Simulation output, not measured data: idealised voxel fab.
Process module heading - voxel air gaps
Xsec cut, 215 nm wide, square cell size 5 nm.
Reading order for cross-sections: top band down to bottom band. Underlying form: a grid of square cells. Band size: one or more rows of cells. This entry defines a band. It first specifies the height of the band's top and the height of its bottom in nm, and then specifies the band's materials from left to right, stating each material with its width in nm. The word "all across" identifies a single material that fills the band from edge to edge, while the word "empty" identifies empty space. Height datum 0, below which the as-received substrate wafer is one material. Lowest band open at the bottom, running downward: "z 0 and below". Width "30 to 40": first value at the band's top row of cells, second value at its bottom row, equal change from row to row. You'll sometimes find "no alteration" written for a step, and that's the way of saying that nowhere in the cross-section did a cell change during that step. Catalogued sealed voids: empty space of 8 cells or more with no open way to the top, each as width x height at its distance from the left edge, in nm. On each step's line, the part that comes after the settings is the simulator's own comment on the step. overlay nm, on a step with a mask: how far to the right of its planned place the mask lay; to the left if negative.
## Steps planned for the process
step 1: RECEIVE, material Si
step 2: CONFORMAL_DEP, material SiO2, thk nm 10
step 3: CONFORMAL_DEP, material SiN, thk nm 5
step 4: DIRECTIONAL_DEP, material lowk, thk nm 35
step 5: DIRECTIONAL_DEP, material aC, thk nm 5
step 6: PATTERN, tone open, mask id LINES, material resist, width nm 15, pitch nm 45, thk nm 35, overlay nm 0
step 7: DIRECTIONAL_ETCH, etch materials aC, depth nm 15
step 8: STRIP, etch materials resist
step 9: DIRECTIONAL_ETCH, etch materials lowk, depth nm 35
step 10: STRIP, etch materials aC
step 11: CONFORMAL_DEP, material TiN, thk nm 5
step 12: FILL_DEP, material Ru, thk nm 10
step 13: CMP, height nm 50
step 14: EPI, material Ru, thk nm 10
step 15: SELECTIVE_ETCH, etch materials lowk, depth nm 45
step 16: CONFORMAL_DEP, material SiN, thk nm 5
Every wafer here starts from the same state; it is the step 5 thk nm that distinguishes them, and the value the plan gives belongs to the first wafer.
## First wafer of several, as received: cross-section after step 1
    z 0 and below: Si all across
    Catalogued sealed voids: none
## Wafer rows, end of module: cells per material gained (+) or lost (-) since receipt; closed voids last
thk nm 5, +60 Ru, +164 SiN, +86 SiO2, +45 TiN, Catalogued sealed voids: 20 x 25 at 75; 20 x 25 at 120
thk nm 10, +60 Ru, +164 SiN, +86 SiO2, +45 TiN, Catalogued sealed voids: 20 x 25 at 75; 20 x 25 at 120
thk nm 15, +60 Ru, +164 SiN, +86 SiO2, +45 TiN, Catalogued sealed voids: 20 x 25 at 75; 20 x 25 at 120
thk nm 20, +86 SiN, +86 SiO2, Catalogued sealed voids: none
thk nm 25, +86 SiN, +86 SiO2, Catalogued sealed voids: none
thk nm 30, +86 SiN, +86 SiO2, Catalogued sealed voids: none
